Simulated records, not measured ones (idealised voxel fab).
process module | voxel self aligned contacts
cross-section cut | 225 nm wide | cells 5 nm
A cross-section is a grid of square cells, given in bands from the top down. A band is one or more rows of cells.
Each band's line starts with the height of the band's top and of its bottom, in nm. Then come its materials from left to right, each with its width in nm. One material with "throughout" fills the band from edge to edge. "air" is empty space.
Height 0 is the level under which the wafer as received is all one material. The lowest band goes on downwards, as in "0 down".
A width such as "30 to 40" changes by the same amount from each row of cells to the next, from the band's top row to its bottom row.
"no change" after a step means that no cell of the cross-section changed.
closed voids: empty space of 8 cells or more with no open way to the top, each as width x height at its distance from the left edge, in nm
after a step's settings: what the simulator itself notes on the step
overlay nm, on a step with a mask: how far to the right of its planned place the mask lay; to the left if negative
plan
1 op RECEIVE | material Si
2 op CONFORMAL_DEP | material SiO2 | thk nm 5
3 op DIRECTIONAL_DEP | material polySi | thk nm 30
4 op DIRECTIONAL_DEP | material SiN | thk nm 15
5 op DIRECTIONAL_DEP | material aC | thk nm 15
6 op PATTERN | tone cover | mask id GATE | material resist | width nm 30 | pitch nm 65 | thk nm 35 | overlay nm 0
7 op DIRECTIONAL_ETCH | etch materials aC | depth nm 15
8 op STRIP | etch materials resist
9 op DIRECTIONAL_ETCH | etch materials SiN | depth nm 15
10 op DIRECTIONAL_ETCH | etch materials polySi | depth nm 30
11 op STRIP | etch materials aC
12 op CONFORMAL_DEP | material SiN | thk nm 5
13 op DIRECTIONAL_ETCH | etch materials SiN | depth nm 5
14 op FILL_DEP | material SiO2 | thk nm 15
15 op CMP | height nm 55
16 op MASKED_ETCH | tone open | mask id CONTACT | width nm 45 | etch materials SiO2 | depth nm 55 | overlay nm 0
17 op CONFORMAL_DEP | material TiN | thk nm 5
18 op FILL_DEP | material W | thk nm 5
19 op CMP | height nm 55
20 op CONFORMAL_DEP | material SiN | thk nm 5
first wafer, as planned
as received, after step 1
  0 down: Si throughout
  closed voids: none
after step 2
  5 to 0: SiO2 throughout
  below 0: unchanged
after step 3
  35 to 5: polySi throughout
  below 5: unchanged
after step 4
  50 to 35: SiN throughout
  below 35: unchanged
after step 5
  65 to 50: aC throughout
  below 50: unchanged
after step 6
  100 to 65: air 65 | resist 30 | air 35 | resist 30 | air 65
  below 65: unchanged
after step 7
  85 to 65: air 65 | resist 30 | air 35 | resist 30 | air 65
  65 to 50: air 65 | aC 30 | air 35 | aC 30 | air 65
  below 50: unchanged
after step 8
  65 to 50: air 65 | aC 30 | air 35 | aC 30 | air 65
  below 50: unchanged
after step 9
  65 to 50: air 65 | aC 30 | air 35 | aC 30 | air 65
  50 to 35: air 65 | SiN 30 | air 35 | SiN 30 | air 65
  below 35: unchanged
after step 10
  65 to 50: air 65 | aC 30 | air 35 | aC 30 | air 65
  50 to 35: air 65 | SiN 30 | air 35 | SiN 30 | air 65
  35 to 5: air 65 | polySi 30 | air 35 | polySi 30 | air 65
  below 5: unchanged
after step 11
  50 to 35: air 65 | SiN 30 | air 35 | SiN 30 | air 65
  below 35: unchanged
after step 12
  55 to 35: air 60 | SiN 40 | air 25 | SiN 40 | air 60
  35 to 10: air 60 | SiN 5 | polySi 30 | SiN 5 | air 25 | SiN 5 | polySi 30 | SiN 5 | air 60
  10 to 5: SiN 65 | polySi 30 | SiN 35 | polySi 30 | SiN 65
  below 5: unchanged
after step 13
  50 to 35: air 60 | SiN 40 | air 25 | SiN 40 | air 60
  35 to 5: air 60 | SiN 5 | polySi 30 | SiN 5 | air 25 | SiN 5 | polySi 30 | SiN 5 | air 60
  below 5: unchanged
after step 14
  65 to 50: SiO2 throughout
  50 to 35: SiO2 60 | SiN 40 | SiO2 25 | SiN 40 | SiO2 60
  35 to 5: SiO2 60 | SiN 5 | polySi 30 | SiN 5 | SiO2 25 | SiN 5 | polySi 30 | SiN 5 | SiO2 60
  below 5: unchanged
after step 15
  55 to 50: SiO2 throughout
  below 50: unchanged
after step 16
  55 to 50: SiO2 90 | air 45 | SiO2 90
  50 to 35: SiO2 60 | SiN 40 | air 25 | SiN 40 | SiO2 60
  35 to 5: SiO2 60 | SiN 5 | polySi 30 | SiN 5 | air 25 | SiN 5 | polySi 30 | SiN 5 | SiO2 60
  5 to 0: SiO2 100 | air 25 | SiO2 100
  below 0: unchanged
after step 17
  60 to 55: TiN 95 | air 35 | TiN 95
  55 to 50: SiO2 90 | TiN 15 | air 15 | TiN 15 | SiO2 90
  50 to 35: SiO2 60 | SiN 40 | TiN 5 | air 15 | TiN 5 | SiN 40 | SiO2 60
  35 to 5: SiO2 60 | SiN 5 | polySi 30 | SiN 5 | TiN 5 | air 15 | TiN 5 | SiN 5 | polySi 30 | SiN 5 | SiO2 60
  5 to 0: SiO2 100 | TiN 25 | SiO2 100
  below 0: unchanged
after step 18
  65 to 60: W throughout
  60 to 55: TiN 95 | W 35 | TiN 95
  55 to 50: SiO2 90 | TiN 15 | W 15 | TiN 15 | SiO2 90
  50 to 35: SiO2 60 | SiN 40 | TiN 5 | W 15 | TiN 5 | SiN 40 | SiO2 60
  35 to 5: SiO2 60 | SiN 5 | polySi 30 | SiN 5 | TiN 5 | W 15 | TiN 5 | SiN 5 | polySi 30 | SiN 5 | SiO2 60
  below 5: unchanged
after step 19
  55 to 50: SiO2 90 | TiN 15 | W 15 | TiN 15 | SiO2 90
  below 50: unchanged
after step 20
  60 to 55: SiN throughout
  below 55: unchanged
second wafer: like start, like plan, one mistake. Through step 2 it matches the first wafer
when step 3 should have ended
  25 to 5: polySi throughout
  below 5: unchanged
when step 4 should have ended
  40 to 25: SiN throughout
  below 25: unchanged
when step 5 should have ended
  55 to 40: aC throughout
  below 40: unchanged
when step 6 should have ended
  90 to 55: air 65 | resist 30 | air 35 | resist 30 | air 65
  below 55: unchanged
when step 7 should have ended
  75 to 55: air 65 | resist 30 | air 35 | resist 30 | air 65
  55 to 40: air 65 | aC 30 | air 35 | aC 30 | air 65
  below 40: unchanged
when step 8 should have ended
  55 to 40: air 65 | aC 30 | air 35 | aC 30 | air 65
  below 40: unchanged
when step 9 should have ended
  55 to 40: air 65 | aC 30 | air 35 | aC 30 | air 65
  40 to 25: air 65 | SiN 30 | air 35 | SiN 30 | air 65
  below 25: unchanged
when step 10 should have ended
  55 to 40: air 65 | aC 30 | air 35 | aC 30 | air 65
  40 to 25: air 65 | SiN 30 | air 35 | SiN 30 | air 65
  25 to 5: air 65 | polySi 30 | air 35 | polySi 30 | air 65
  below 5: unchanged
when step 11 should have ended
  40 to 25: air 65 | SiN 30 | air 35 | SiN 30 | air 65
  below 25: unchanged
when step 12 should have ended
  45 to 25: air 60 | SiN 40 | air 25 | SiN 40 | air 60
  25 to 10: air 60 | SiN 5 | polySi 30 | SiN 5 | air 25 | SiN 5 | polySi 30 | SiN 5 | air 60
  10 to 5: SiN 65 | polySi 30 | SiN 35 | polySi 30 | SiN 65
  below 5: unchanged
when step 13 should have ended
  40 to 25: air 60 | SiN 40 | air 25 | SiN 40 | air 60
  25 to 5: air 60 | SiN 5 | polySi 30 | SiN 5 | air 25 | SiN 5 | polySi 30 | SiN 5 | air 60
  below 5: unchanged
when step 14 should have ended
  55 to 40: SiO2 throughout
  40 to 25: SiO2 60 | SiN 40 | SiO2 25 | SiN 40 | SiO2 60
  25 to 5: SiO2 60 | SiN 5 | polySi 30 | SiN 5 | SiO2 25 | SiN 5 | polySi 30 | SiN 5 | SiO2 60
  below 5: unchanged
when step 15 should have ended: no change
when step 16 should have ended
  55 to 40: SiO2 90 | air 45 | SiO2 90
  40 to 25: SiO2 60 | SiN 40 | air 25 | SiN 40 | SiO2 60
  25 to 5: SiO2 60 | SiN 5 | polySi 30 | SiN 5 | air 25 | SiN 5 | polySi 30 | SiN 5 | SiO2 60
  5 to 0: SiO2 100 | air 25 | SiO2 100
  below 0: unchanged
when step 17 should have ended
  60 to 55: TiN 95 | air 35 | TiN 95
  55 to 45: SiO2 90 | TiN 5 | air 35 | TiN 5 | SiO2 90
  45 to 40: SiO2 90 | TiN 15 | air 15 | TiN 15 | SiO2 90
  40 to 25: SiO2 60 | SiN 40 | TiN 5 | air 15 | TiN 5 | SiN 40 | SiO2 60
  25 to 5: SiO2 60 | SiN 5 | polySi 30 | SiN 5 | TiN 5 | air 15 | TiN 5 | SiN 5 | polySi 30 | SiN 5 | SiO2 60
  5 to 0: SiO2 100 | TiN 25 | SiO2 100
  below 0: unchanged
when step 18 should have ended
  65 to 60: W throughout
  60 to 55: TiN 95 | W 35 | TiN 95
  55 to 45: SiO2 90 | TiN 5 | W 35 | TiN 5 | SiO2 90
  45 to 40: SiO2 90 | TiN 15 | W 15 | TiN 15 | SiO2 90
  40 to 25: SiO2 60 | SiN 40 | TiN 5 | W 15 | TiN 5 | SiN 40 | SiO2 60
  25 to 5: SiO2 60 | SiN 5 | polySi 30 | SiN 5 | TiN 5 | W 15 | TiN 5 | SiN 5 | polySi 30 | SiN 5 | SiO2 60
  below 5: unchanged
when step 19 should have ended
  55 to 45: SiO2 90 | TiN 5 | W 35 | TiN 5 | SiO2 90
  below 45: unchanged
when step 20 should have ended
  60 to 55: SiN throughout
  below 55: unchanged
what went wrong: step 3 ran as: op DIRECTIONAL_DEP | material polySi | thk nm 20
at the end the second wafer has, in cells: 8 fewer of SiN | 24 more of SiO2 | 8 more of W | 24 fewer of polySi
